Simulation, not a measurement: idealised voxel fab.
A process module follows: voxel wiring stack.
The cross-section on display is named cut; it measures 170 nm wide, and its cells are 5 nm squares.
Cross-section spec: square-cell grid; bands listed top down; each band is one or more rows. Look at the band entry: it leads with the top's height and the bottom's height in nm. Then it lists the materials left to right, with a width in nm for each. The word "edge to edge" on a single material says that material fills the band edge to edge. The word "empty" is empty space. Zero point of the height axis is 0; under it, received wafer = one material. Lowest band: continues down indefinitely, "from 0 down". A width given as "30..40" starts at the first number in the band's top row and ends at the second number in its bottom row, shifting by an equal amount at every step from row to row. It should be understood that the words "identical to before", when stated for a given step, signify that the cross-section underwent no change in any of its cells during that step. The label "Voids, enclosed" introduces a list of the empty spaces, 8 cells or larger, that have no open way up to the top; each entry in it reads width x height at distance, where the distance is taken from the left edge and all three are stated in nm. Post-settings text on a step line: simulator's own remark regarding the step. If you see "overlay nm" on a step's line and that step has a mask, it's telling you how far right of where it was planned the mask ended up; a negative number means it went left instead.
-- Set out below are the planned steps of the process
- 1: RECEIVE,material Si
- 2: CONFORMAL_DEP,material SiO2,thk nm 10
- 3: CONFORMAL_DEP,material SiN,thk nm 5
- 4: DIRECTIONAL_DEP,material lowk,thk nm 15
- 5: PATTERN,tone open,mask id METAL_1,material resist,width nm 20,pitch nm 35,thk nm 20,overlay nm 0
- 6: DIRECTIONAL_ETCH,etch materials lowk,depth nm 15
- 7: DIRECTIONAL_ETCH,etch materials SiN,depth nm 5
- 8: STRIP,etch materials resist
- 9: CONFORMAL_DEP,material TiN,thk nm 5
- 10: FILL_DEP,material Ru,thk nm 10
- 11: CMP,height nm 30
- 12: EPI,material Ru,thk nm 5
- 13: FILL_DEP,material SiCN,thk nm 5
- 14: DIRECTIONAL_DEP,material SiO2,thk nm 10
- 15: DIRECTIONAL_DEP,material aC,thk nm 15
- 16: PATTERN,tone open,mask id PLUG_1,material resist,width nm 15,pitch nm 35,thk nm 35,overlay nm 0
- 17: DIRECTIONAL_ETCH,etch materials aC,depth nm 15
- 18: STRIP,etch materials resist
- 19: DIRECTIONAL_ETCH,etch materials SiO2,depth nm 10
- 20: DIRECTIONAL_ETCH,etch materials SiCN,depth nm 5
- 21: STRIP,etch materials aC
- 22: EPI,material Ru,thk nm 10
- 23: EPI,material Ru,thk nm 5
- 24: CONFORMAL_DEP,material SiN,thk nm 5
- 25: DIRECTIONAL_DEP,material lowk,thk nm 15
- 26: MASKED_ETCH,tone open,mask id METAL_2,width nm 20,pitch nm 35,etch materials lowk,depth nm 15,overlay nm 0
- 27: MASKED_ETCH,tone open,mask id METAL_2,width nm 20,pitch nm 35,etch materials SiN,depth nm 5,overlay nm 0
- 28: CONFORMAL_DEP,material TiN,thk nm 5
- 29: FILL_DEP,material W,thk nm 5
- 30: CMP,height nm 70
- 31: EPI,material Ru,thk nm 5
- 32: FILL_DEP,material SiCN,thk nm 5
- 33: DIRECTIONAL_DEP,material SiO2,thk nm 30
- 34: MASKED_ETCH,tone open,mask id METAL_3,width nm 20,pitch nm 35,etch materials SiO2,depth nm 15,overlay nm 0
- 35: PATTERN,tone open,mask id METAL_3_HOLES,material resist,width nm 15,pitch nm 35,thk nm 15,overlay nm 0
- 36: DIRECTIONAL_ETCH,etch materials SiO2,depth nm 15
- 37: DIRECTIONAL_ETCH,etch materials SiCN,depth nm 5
- 38: STRIP,etch materials resist
- 39: CONFORMAL_DEP,material TiN,thk nm 5
- 40: FILL_DEP,material Ru,thk nm 10
- 41: CMP,height nm 110
- 42: CONFORMAL_DEP,material SiN,thk nm 5
-- First of two wafers - as planned
-- Wafer cross-section on receipt, i.e. after step 1
  from 0 down | Si edge to edge
  Voids, enclosed: none
-- Step 2 done - wafer cross-section
  from 10 to 0 | SiO2 edge to edge
  below 0: unchanged
-- Step 3 done - wafer cross-section
  from 15 to 10 | SiN edge to edge
  below 10: unchanged
-- Step 4 done - wafer cross-section
  from 30 to 15 | lowk edge to edge
  below 15: unchanged
-- Step 5 done - wafer cross-section
  from 50 to 30 | resist (20) | empty (20) | resist (15) | empty (20) | resist (15) | empty (20) | resist (15) | empty (20) | resist (25)
  below 30: unchanged
-- Step 6 done - wafer cross-section
  from 50 to 30 | resist (20) | empty (20) | resist (15) | empty (20) | resist (15) | empty (20) | resist (15) | empty (20) | resist (25)
  from 30 to 15 | lowk (20) | empty (20) | lowk (15) | empty (20) | lowk (15) | empty (20) | lowk (15) | empty (20) | lowk (25)
  below 15: unchanged
-- Step 7 done - wafer cross-section
  from 50 to 30 | resist (20) | empty (20) | resist (15) | empty (20) | resist (15) | empty (20) | resist (15) | empty (20) | resist (25)
  from 30 to 15 | lowk (20) | empty (20) | lowk (15) | empty (20) | lowk (15) | empty (20) | lowk (15) | empty (20) | lowk (25)
  from 15 to 10 | SiN (20) | empty (20) | SiN (15) | empty (20) | SiN (15) | empty (20) | SiN (15) | empty (20) | SiN (25)
  below 10: unchanged
-- Step 8 done - wafer cross-section
  from 30 to 15 | lowk (20) | empty (20) | lowk (15) | empty (20) | lowk (15) | empty (20) | lowk (15) | empty (20) | lowk (25)
  below 15: unchanged
-- Step 9 done - wafer cross-section
  from 35 to 30 | TiN (25) | empty (10) | TiN (25) | empty (10) | TiN (25) | empty (10) | TiN (25) | empty (10) | TiN (30)
  from 30 to 15 | lowk (20) | TiN (5) | empty (10) | TiN (5) | lowk (15) | TiN (5) | empty (10) | TiN (5) | lowk (15) | TiN (5) | empty (10) | TiN (5) | lowk (15) | TiN (5) | empty (10) | TiN (5) | lowk (25)
  from 15 to 10 | SiN (20) | TiN (20) | SiN (15) | TiN (20) | SiN (15) | TiN (20) | SiN (15) | TiN (20) | SiN (25)
  below 10: unchanged
-- Step 10 done - wafer cross-section
  from 45 to 35 | Ru edge to edge
  from 35 to 30 | TiN (25) | Ru (10) | TiN (25) | Ru (10) | TiN (25) | Ru (10) | TiN (25) | Ru (10) | TiN (30)
  from 30 to 15 | lowk (20) | TiN (5) | Ru (10) | TiN (5) | lowk (15) | TiN (5) | Ru (10) | TiN (5) | lowk (15) | TiN (5) | Ru (10) | TiN (5) | lowk (15) | TiN (5) | Ru (10) | TiN (5) | lowk (25)
  below 15: unchanged
-- Step 11 done - wafer cross-section
  from 30 to 15 | lowk (20) | TiN (5) | Ru (10) | TiN (5) | lowk (15) | TiN (5) | Ru (10) | TiN (5) | lowk (15) | TiN (5) | Ru (10) | TiN (5) | lowk (15) | TiN (5) | Ru (10) | TiN (5) | lowk (25)
  below 15: unchanged
-- Step 12 done - wafer cross-section
  from 35 to 30 | empty (15) | Ru (30) | empty (5) | Ru (30) | empty (5) | Ru (30) | empty (5) | Ru (30) | empty (20)
  below 30: unchanged
-- Step 13 done - wafer cross-section
  from 40 to 35 | SiCN edge to edge
  from 35 to 30 | SiCN (15) | Ru (30) | SiCN (5) | Ru (30) | SiCN (5) | Ru (30) | SiCN (5) | Ru (30) | SiCN (20)
  below 30: unchanged
-- Step 14 done - wafer cross-section
  from 50 to 40 | SiO2 edge to edge
  below 40: unchanged
-- Step 15 done - wafer cross-section
  from 65 to 50 | aC edge to edge
  below 50: unchanged
-- Step 16 done - wafer cross-section
  from 100 to 65 | resist (20) | empty (15) | resist (20) | empty (15) | resist (20) | empty (15) | resist (20) | empty (15) | resist (30)
  below 65: unchanged
-- Step 17 done - wafer cross-section
  from 85 to 65 | resist (20) | empty (15) | resist (20) | empty (15) | resist (20) | empty (15) | resist (20) | empty (15) | resist (30)
  from 65 to 50 | aC (20) | empty (15) | aC (20) | empty (15) | aC (20) | empty (15) | aC (20) | empty (15) | aC (30)
  below 50: unchanged
-- Step 18 done - wafer cross-section
  from 65 to 50 | aC (20) | empty (15) | aC (20) | empty (15) | aC (20) | empty (15) | aC (20) | empty (15) | aC (30)
  below 50: unchanged
-- Step 19 done - wafer cross-section
  from 65 to 50 | aC (20) | empty (15) | aC (20) | empty (15) | aC (20) | empty (15) | aC (20) | empty (15) | aC (30)
  from 50 to 40 | SiO2 (20) | empty (15) | SiO2 (20) | empty (15) | SiO2 (20) | empty (15) | SiO2 (20) | empty (15) | SiO2 (30)
  below 40: unchanged
-- Step 20 done - wafer cross-section
  from 65 to 50 | aC (20) | empty (15) | aC (20) | empty (15) | aC (20) | empty (15) | aC (20) | empty (15) | aC (30)
  from 50 to 40 | SiO2 (20) | empty (15) | SiO2 (20) | empty (15) | SiO2 (20) | empty (15) | SiO2 (20) | empty (15) | SiO2 (30)
  from 40 to 35 | SiCN (20) | empty (15) | SiCN (20) | empty (15) | SiCN (20) | empty (15) | SiCN (20) | empty (15) | SiCN (30)
  below 35: unchanged
-- Step 21 done - wafer cross-section
  from 50 to 40 | SiO2 (20) | empty (15) | SiO2 (20) | empty (15) | SiO2 (20) | empty (15) | SiO2 (20) | empty (15) | SiO2 (30)
  below 40: unchanged
-- Step 22 done - wafer cross-section
  from 50 to 45 | SiO2 (20) | empty (15) | SiO2 (20) | empty (15) | SiO2 (20) | empty (15) | SiO2 (20) | empty (15) | SiO2 (30)
  from 45 to 40 | SiO2 (20) | Ru (15) | SiO2 (20) | Ru (15) | SiO2 (20) | Ru (15) | SiO2 (20) | Ru (15) | SiO2 (30)
  from 40 to 30 | SiCN (20..15) | Ru (15..30) | SiCN (20..5) | Ru (15..30) | SiCN (20..5) | Ru (15..30) | SiCN (20..5) | Ru (15..30) | SiCN (30..20)
  below 30: unchanged
-- Step 23 done - wafer cross-section
  from 50 to 40 | SiO2 (20) | Ru (15) | SiO2 (20) | Ru (15) | SiO2 (20) | Ru (15) | SiO2 (20) | Ru (15) | SiO2 (30)
  below 40: unchanged
-- Step 24 done - wafer cross-section
  from 55 to 50 | SiN edge to edge
  below 50: unchanged
-- Step 25 done - wafer cross-section
  from 70 to 55 | lowk edge to edge
  below 55: unchanged
-- Step 26 done - wafer cross-section
  from 70 to 55 | lowk (20) | empty (20) | lowk (15) | empty (20) | lowk (15) | empty (20) | lowk (15) | empty (20) | lowk (25)
  below 55: unchanged
-- Step 27 done - wafer cross-section
  from 70 to 55 | lowk (20) | empty (20) | lowk (15) | empty (20) | lowk (15) | empty (20) | lowk (15) | empty (20) | lowk (25)
  from 55 to 50 | SiN (20) | empty (20) | SiN (15) | empty (20) | SiN (15) | empty (20) | SiN (15) | empty (20) | SiN (25)
  below 50: unchanged
-- Step 28 done - wafer cross-section
  from 75 to 70 | TiN (25) | empty (10) | TiN (25) | empty (10) | TiN (25) | empty (10) | TiN (25) | empty (10) | TiN (30)
  from 70 to 55 | lowk (20) | TiN (5) | empty (10) | TiN (5) | lowk (15) | TiN (5) | empty (10) | TiN (5) | lowk (15) | TiN (5) | empty (10) | TiN (5) | lowk (15) | TiN (5) | empty (10) | TiN (5) | lowk (25)
  from 55 to 50 | SiN (20) | TiN (20) | SiN (15) | TiN (20) | SiN (15) | TiN (20) | SiN (15) | TiN (20) | SiN (25)
  below 50: unchanged
-- Step 29 done - wafer cross-section
  from 80 to 75 | W edge to edge
  from 75 to 70 | TiN (25) | W (10) | TiN (25) | W (10) | TiN (25) | W (10) | TiN (25) | W (10) | TiN (30)
  from 70 to 55 | lowk (20) | TiN (5) | W (10) | TiN (5) | lowk (15) | TiN (5) | W (10) | TiN (5) | lowk (15) | TiN (5) | W (10) | TiN (5) | lowk (15) | TiN (5) | W (10) | TiN (5) | lowk (25)
  below 55: unchanged
-- Step 30 done - wafer cross-section
  from 70 to 55 | lowk (20) | TiN (5) | W (10) | TiN (5) | lowk (15) | TiN (5) | W (10) | TiN (5) | lowk (15) | TiN (5) | W (10) | TiN (5) | lowk (15) | TiN (5) | W (10) | TiN (5) | lowk (25)
  below 55: unchanged
-- Step 31 done - wafer cross-section
  from 75 to 70 | empty (15) | Ru (30) | empty (5) | Ru (30) | empty (5) | Ru (30) | empty (5) | Ru (30) | empty (20)
  below 70: unchanged
-- Step 32 done - wafer cross-section
  from 80 to 75 | SiCN edge to edge
  from 75 to 70 | SiCN (15) | Ru (30) | SiCN (5) | Ru (30) | SiCN (5) | Ru (30) | SiCN (5) | Ru (30) | SiCN (20)
  below 70: unchanged
-- Step 33 done - wafer cross-section
  from 110 to 80 | SiO2 edge to edge
  below 80: unchanged
-- Step 34 done - wafer cross-section
  from 110 to 95 | SiO2 (20) | empty (20) | SiO2 (15) | empty (20) | SiO2 (15) | empty (20) | SiO2 (15) | empty (20) | SiO2 (25)
  below 95: unchanged
-- Step 35 done - wafer cross-section
  from 125 to 110 | resist (20) | empty (15) | resist (20) | empty (15) | resist (20) | empty (15) | resist (20) | empty (15) | resist (30)
  from 110 to 95 | SiO2 (20) | empty (15) | resist (5) | SiO2 (15) | empty (15) | resist (5) | SiO2 (15) | empty (15) | resist (5) | SiO2 (15) | empty (15) | resist (5) | SiO2 (25)
  below 95: unchanged
-- Step 36 done - wafer cross-section
  from 125 to 110 | resist (20) | empty (15) | resist (20) | empty (15) | resist (20) | empty (15) | resist (20) | empty (15) | resist (30)
  from 110 to 95 | SiO2 (20) | empty (15) | resist (5) | SiO2 (15) | empty (15) | resist (5) | SiO2 (15) | empty (15) | resist (5) | SiO2 (15) | empty (15) | resist (5) | SiO2 (25)
  from 95 to 80 | SiO2 (20) | empty (15) | SiO2 (20) | empty (15) | SiO2 (20) | empty (15) | SiO2 (20) | empty (15) | SiO2 (30)
  below 80: unchanged
-- Step 37 done - wafer cross-section
  from 125 to 110 | resist (20) | empty (15) | resist (20) | empty (15) | resist (20) | empty (15) | resist (20) | empty (15) | resist (30)
  from 110 to 95 | SiO2 (20) | empty (15) | resist (5) | SiO2 (15) | empty (15) | resist (5) | SiO2 (15) | empty (15) | resist (5) | SiO2 (15) | empty (15) | resist (5) | SiO2 (25)
  from 95 to 80 | SiO2 (20) | empty (15) | SiO2 (20) | empty (15) | SiO2 (20) | empty (15) | SiO2 (20) | empty (15) | SiO2 (30)
  from 80 to 75 | SiCN (20) | empty (15) | SiCN (20) | empty (15) | SiCN (20) | empty (15) | SiCN (20) | empty (15) | SiCN (30)
  below 75: unchanged
-- Step 38 done - wafer cross-section
  from 110 to 95 | SiO2 (20) | empty (20) | SiO2 (15) | empty (20) | SiO2 (15) | empty (20) | SiO2 (15) | empty (20) | SiO2 (25)
  below 95: unchanged
-- Step 39 done - wafer cross-section
  from 115 to 110 | TiN (25) | empty (10) | TiN (25) | empty (10) | TiN (25) | empty (10) | TiN (25) | empty (10) | TiN (30)
  from 110 to 100 | SiO2 (20) | TiN (5) | empty (10) | TiN (5) | SiO2 (15) | TiN (5) | empty (10) | TiN (5) | SiO2 (15) | TiN (5) | empty (10) | TiN (5) | SiO2 (15) | TiN (5) | empty (10) | TiN (5) | SiO2 (25)
  from 100 to 95 | SiO2 (20) | TiN (5) | empty (5) | TiN (10) | SiO2 (15) | TiN (5) | empty (5) | TiN (10) | SiO2 (15) | TiN (5) | empty (5) | TiN (10) | SiO2 (15) | TiN (5) | empty (5) | TiN (10) | SiO2 (25)
  from 95 to 80 | SiO2 (20) | TiN (5) | empty (5) | TiN (5) | SiO2 (20) | TiN (5) | empty (5) | TiN (5) | SiO2 (20) | TiN (5) | empty (5) | TiN (5) | SiO2 (20) | TiN (5) | empty (5) | TiN (5) | SiO2 (30)
  from 80 to 75 | SiCN (20) | TiN (15) | SiCN (20) | TiN (15) | SiCN (20) | TiN (15) | SiCN (20) | TiN (15) | SiCN (30)
  below 75: unchanged
-- Step 40 done - wafer cross-section
  from 125 to 115 | Ru edge to edge
  from 115 to 110 | TiN (25) | Ru (10) | TiN (25) | Ru (10) | TiN (25) | Ru (10) | TiN (25) | Ru (10) | TiN (30)
  from 110 to 100 | SiO2 (20) | TiN (5) | Ru (10) | TiN (5) | SiO2 (15) | TiN (5) | Ru (10) | TiN (5) | SiO2 (15) | TiN (5) | Ru (10) | TiN (5) | SiO2 (15) | TiN (5) | Ru (10) | TiN (5) | SiO2 (25)
  from 100 to 95 | SiO2 (20) | TiN (5) | Ru (5) | TiN (10) | SiO2 (15) | TiN (5) | Ru (5) | TiN (10) | SiO2 (15) | TiN (5) | Ru (5) | TiN (10) | SiO2 (15) | TiN (5) | Ru (5) | TiN (10) | SiO2 (25)
  from 95 to 80 | SiO2 (20) | TiN (5) | Ru (5) | TiN (5) | SiO2 (20) | TiN (5) | Ru (5) | TiN (5) | SiO2 (20) | TiN (5) | Ru (5) | TiN (5) | SiO2 (20) | TiN (5) | Ru (5) | TiN (5) | SiO2 (30)
  below 80: unchanged
-- Step 41 done - wafer cross-section
  from 110 to 100 | SiO2 (20) | TiN (5) | Ru (10) | TiN (5) | SiO2 (15) | TiN (5) | Ru (10) | TiN (5) | SiO2 (15) | TiN (5) | Ru (10) | TiN (5) | SiO2 (15) | TiN (5) | Ru (10) | TiN (5) | SiO2 (25)
  below 100: unchanged
-- Step 42 done - wafer cross-section
  from 115 to 110 | SiN edge to edge
  below 110: unchanged
-- What follows concerns the second wafer, which started out like the first and was meant to follow the very same plan; one mistake crept in when it was run, but everything up to and including step 40 is the same as for the first wafer
-- What the second wafer looks like in cross-section when step 41 should have wrapped up
  from 120 to 115 | Ru edge to edge
  below 115: unchanged
-- What the second wafer looks like in cross-section when step 42 should have wrapped up
  from 125 to 120 | SiN edge to edge
  below 120: unchanged
Nonconformance to the process plan: step 41 was run on a setting that differed from the plan, and what really ran there is CMP,height nm 120
Heads up, by the end the second wafer has more or fewer cells of some materials compared to the first: Ru +42 | TiN +26
